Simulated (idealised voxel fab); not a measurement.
Process module in this document: voxel self aligned vias
cross-section cut | 235 nm wide | cells 5 nm
Cross-section spec: square-cell grid; bands listed top down; each band is one or more rows.
Per band: top height and bottom height in nm, followed by the left-to-right materials and their widths in nm; "everywhere" marks a single material spanning edge to edge, "air" marks empty space.
Heights are expressed relative to 0, this being the level below which the as-received wafer comprises one material exclusively. The lowest band is unbounded in the downward direction and is denoted as in "0..down".
Per-row width for "30->40": begins at first number (top row of band), ends at second number (bottom row), increment between rows held constant.
Where a step carries "no change", the cross-section came out of it unchanged, cell for cell.
For the entry "Non-vented voids", the listed items are empty spaces with no open way to the top whose size is 8 cells or more; each item follows the pattern width x height at distance, where distance is from the left edge and all three are in nm.
The remark found on a step's line after its settings is issued by the simulator itself and pertains to that step.
When a step includes a mask, the "overlay nm" setting on its line states how far to the right of its planned place that mask lay, and negative values state how far to the left.
**Planned process steps**
step 1: op RECEIVE | material Si
step 2: op CONFORMAL_DEP | material SiO2 | thk nm 10
step 3: op CONFORMAL_DEP | material SiCN | thk nm 5
step 4: op DIRECTIONAL_DEP | material lowk | thk nm 20
step 5: op PATTERN | tone open | mask id LINES | material resist | width nm 25 | pitch nm 65 | thk nm 15 | overlay nm 0
step 6: op DIRECTIONAL_ETCH | etch materials lowk | depth nm 20
step 7: op STRIP | etch materials resist
step 8: op CONFORMAL_DEP | material TiN | thk nm 5
step 9: op FILL_DEP | material Ru | thk nm 5
step 10: op CMP | height nm 35
step 11: op SELECTIVE_ETCH | etch materials W Ru TiN | depth nm 10
step 12: op FILL_DEP | material SiN | thk nm 10
step 13: op CMP | height nm 35
step 14: op DIRECTIONAL_DEP | material lowk | thk nm 20
step 15: op DIRECTIONAL_DEP | material aC | thk nm 10
step 16: op PATTERN | tone open | mask id VIAS | material resist | width nm 35 | thk nm 30 | overlay nm 0
step 17: op DIRECTIONAL_ETCH | etch materials aC | depth nm 10
step 18: op STRIP | etch materials resist
step 19: op DIRECTIONAL_ETCH | etch materials lowk | depth nm 20
step 20: op DIRECTIONAL_ETCH | etch materials SiN | depth nm 10
step 21: op STRIP | etch materials aC
step 22: op CONFORMAL_DEP | material TiN | thk nm 5
step 23: op FILL_DEP | material W | thk nm 10
step 24: op CMP | height nm 55
step 25: op CONFORMAL_DEP | material SiN | thk nm 5
**The first of a set of two wafers, run to plan**
**Cross-section of the wafer as it came to us, i.e., already through step 1**
    0..down = Si everywhere
    Non-vented voids: none
**Upon completion of step 2, the wafer appears in cross-section as shown**
    10..0 = SiO2 everywhere
    Note: structure below 0 unchanged.
**Upon completion of step 3, the wafer appears in cross-section as shown**
    15..10 = SiCN everywhere
    Note: structure below 10 unchanged.
**Upon completion of step 4, the wafer appears in cross-section as shown**
    35..15 = lowk everywhere
    Note: structure below 15 unchanged.
**Upon completion of step 5, the wafer appears in cross-section as shown**
    50..35 = resist 70 nm, air 25 nm, resist 40 nm, air 25 nm, resist 75 nm
    Note: structure below 35 unchanged.
**Upon completion of step 6, the wafer appears in cross-section as shown**
    50..35 = resist 70 nm, air 25 nm, resist 40 nm, air 25 nm, resist 75 nm
    35..15 = lowk 70 nm, air 25 nm, lowk 40 nm, air 25 nm, lowk 75 nm
    Note: structure below 15 unchanged.
**Upon completion of step 7, the wafer appears in cross-section as shown**
    35..15 = lowk 70 nm, air 25 nm, lowk 40 nm, air 25 nm, lowk 75 nm
    Note: structure below 15 unchanged.
**Upon completion of step 8, the wafer appears in cross-section as shown**
    40..35 = TiN 75 nm, air 15 nm, TiN 50 nm, air 15 nm, TiN 80 nm
    35..20 = lowk 70 nm, TiN 5 nm, air 15 nm, TiN 5 nm, lowk 40 nm, TiN 5 nm, air 15 nm, TiN 5 nm, lowk 75 nm
    20..15 = lowk 70 nm, TiN 25 nm, lowk 40 nm, TiN 25 nm, lowk 75 nm
    Note: structure below 15 unchanged.
**Upon completion of step 9, the wafer appears in cross-section as shown**
    45..40 = Ru everywhere
    40..35 = TiN 75 nm, Ru 15 nm, TiN 50 nm, Ru 15 nm, TiN 80 nm
    35..20 = lowk 70 nm, TiN 5 nm, Ru 15 nm, TiN 5 nm, lowk 40 nm, TiN 5 nm, Ru 15 nm, TiN 5 nm, lowk 75 nm
    Note: structure below 20 unchanged.
**Upon completion of step 10, the wafer appears in cross-section as shown**
    35..20 = lowk 70 nm, TiN 5 nm, Ru 15 nm, TiN 5 nm, lowk 40 nm, TiN 5 nm, Ru 15 nm, TiN 5 nm, lowk 75 nm
    Note: structure below 20 unchanged.
**Upon completion of step 11, the wafer appears in cross-section as shown**
    35..25 = lowk 70 nm, air 25 nm, lowk 40 nm, air 25 nm, lowk 75 nm
    Note: structure below 25 unchanged.
**Upon completion of step 12, the wafer appears in cross-section as shown**
    45..35 = SiN everywhere
    35..25 = lowk 70 nm, SiN 25 nm, lowk 40 nm, SiN 25 nm, lowk 75 nm
    Note: structure below 25 unchanged.
**Upon completion of step 13, the wafer appears in cross-section as shown**
    35..25 = lowk 70 nm, SiN 25 nm, lowk 40 nm, SiN 25 nm, lowk 75 nm
    Note: structure below 25 unchanged.
**Upon completion of step 14, the wafer appears in cross-section as shown**
    55..35 = lowk everywhere
    Note: structure below 35 unchanged.
**Upon completion of step 15, the wafer appears in cross-section as shown**
    65..55 = aC everywhere
    Note: structure below 55 unchanged.
**Upon completion of step 16, the wafer appears in cross-section as shown**
    95..65 = resist 65 nm, air 35 nm, resist 135 nm
    Note: structure below 65 unchanged.
**Upon completion of step 17, the wafer appears in cross-section as shown**
    85..65 = resist 65 nm, air 35 nm, resist 135 nm
    65..55 = aC 65 nm, air 35 nm, aC 135 nm
    Note: structure below 55 unchanged.
**Upon completion of step 18, the wafer appears in cross-section as shown**
    65..55 = aC 65 nm, air 35 nm, aC 135 nm
    Note: structure below 55 unchanged.
**Upon completion of step 19, the wafer appears in cross-section as shown**
    65..55 = aC 65 nm, air 35 nm, aC 135 nm
    55..35 = lowk 65 nm, air 35 nm, lowk 135 nm
    Note: structure below 35 unchanged.
**Upon completion of step 20, the wafer appears in cross-section as shown**
    65..55 = aC 65 nm, air 35 nm, aC 135 nm
    55..35 = lowk 65 nm, air 35 nm, lowk 135 nm
    35..25 = lowk 70 nm, air 25 nm, lowk 40 nm, SiN 25 nm, lowk 75 nm
    Note: structure below 25 unchanged.
**Upon completion of step 21, the wafer appears in cross-section as shown**
    55..35 = lowk 65 nm, air 35 nm, lowk 135 nm
    Note: structure below 35 unchanged.
**Upon completion of step 22, the wafer appears in cross-section as shown**
    60..55 = TiN 70 nm, air 25 nm, TiN 140 nm
    55..40 = lowk 65 nm, TiN 5 nm, air 25 nm, TiN 5 nm, lowk 135 nm
    40..35 = lowk 65 nm, TiN 10 nm, air 15 nm, TiN 10 nm, lowk 135 nm
    35..30 = lowk 70 nm, TiN 5 nm, air 15 nm, TiN 5 nm, lowk 40 nm, SiN 25 nm, lowk 75 nm
    30..25 = lowk 70 nm, TiN 25 nm, lowk 40 nm, SiN 25 nm, lowk 75 nm
    Note: structure below 25 unchanged.
**Upon completion of step 23, the wafer appears in cross-section as shown**
    70..60 = W everywhere
    60..55 = TiN 70 nm, W 25 nm, TiN 140 nm
    55..40 = lowk 65 nm, TiN 5 nm, W 25 nm, TiN 5 nm, lowk 135 nm
    40..35 = lowk 65 nm, TiN 10 nm, W 15 nm, TiN 10 nm, lowk 135 nm
    35..30 = lowk 70 nm, TiN 5 nm, W 15 nm, TiN 5 nm, lowk 40 nm, SiN 25 nm, lowk 75 nm
    Note: structure below 30 unchanged.
**Upon completion of step 24, the wafer appears in cross-section as shown**
    55..40 = lowk 65 nm, TiN 5 nm, W 25 nm, TiN 5 nm, lowk 135 nm
    Note: structure below 40 unchanged.
**Upon completion of step 25, the wafer appears in cross-section as shown**
    60..55 = SiN everywhere
    Note: structure below 55 unchanged.
**Wafer two: like wafer one in start and plan, but with one mistake in execution; identical up to and including step 14**
**Cross-section: second wafer, time at which step 15 was scheduled to end**
    65..35 = lowk everywhere
    Note: structure below 35 unchanged.
**Cross-section: second wafer, time at which step 16 was scheduled to end**
    95..65 = resist 65 nm, air 35 nm, resist 135 nm
    Note: structure below 65 unchanged.
**Cross-section: second wafer, time at which step 17 was scheduled to end**
    85..65 = resist 65 nm, air 35 nm, resist 135 nm
    Note: structure below 65 unchanged.
**Cross-section: second wafer, time at which step 18 was scheduled to end**
    65..35 = lowk everywhere
    Note: structure below 35 unchanged.
**Cross-section: second wafer, time at which step 19 was scheduled to end**
    45..35 = lowk everywhere
    Note: structure below 35 unchanged.
Cross-section: second wafer, time at which step 20 was scheduled to end: no change
Cross-section: second wafer, time at which step 21 was scheduled to end: no change
**Cross-section: second wafer, time at which step 22 was scheduled to end**
    50..45 = TiN everywhere
    Note: structure below 45 unchanged.
**Cross-section: second wafer, time at which step 23 was scheduled to end**
    60..50 = W everywhere
    Note: structure below 50 unchanged.
**Cross-section: second wafer, time at which step 24 was scheduled to end**
    55..50 = W everywhere
    Note: structure below 50 unchanged.
**Cross-section: second wafer, time at which step 25 was scheduled to end**
    60..55 = SiN everywhere
    Note: structure below 55 unchanged.
Short version of what went wrong: contrary to plan, step 15 was performed as op DIRECTIONAL_DEP | material lowk | thk nm 10
Upon completion, the second wafer contains, in terms of cells, a greater or smaller amount of certain materials than the first wafer: +10 SiN; +30 TiN; +26 W; -66 lowk
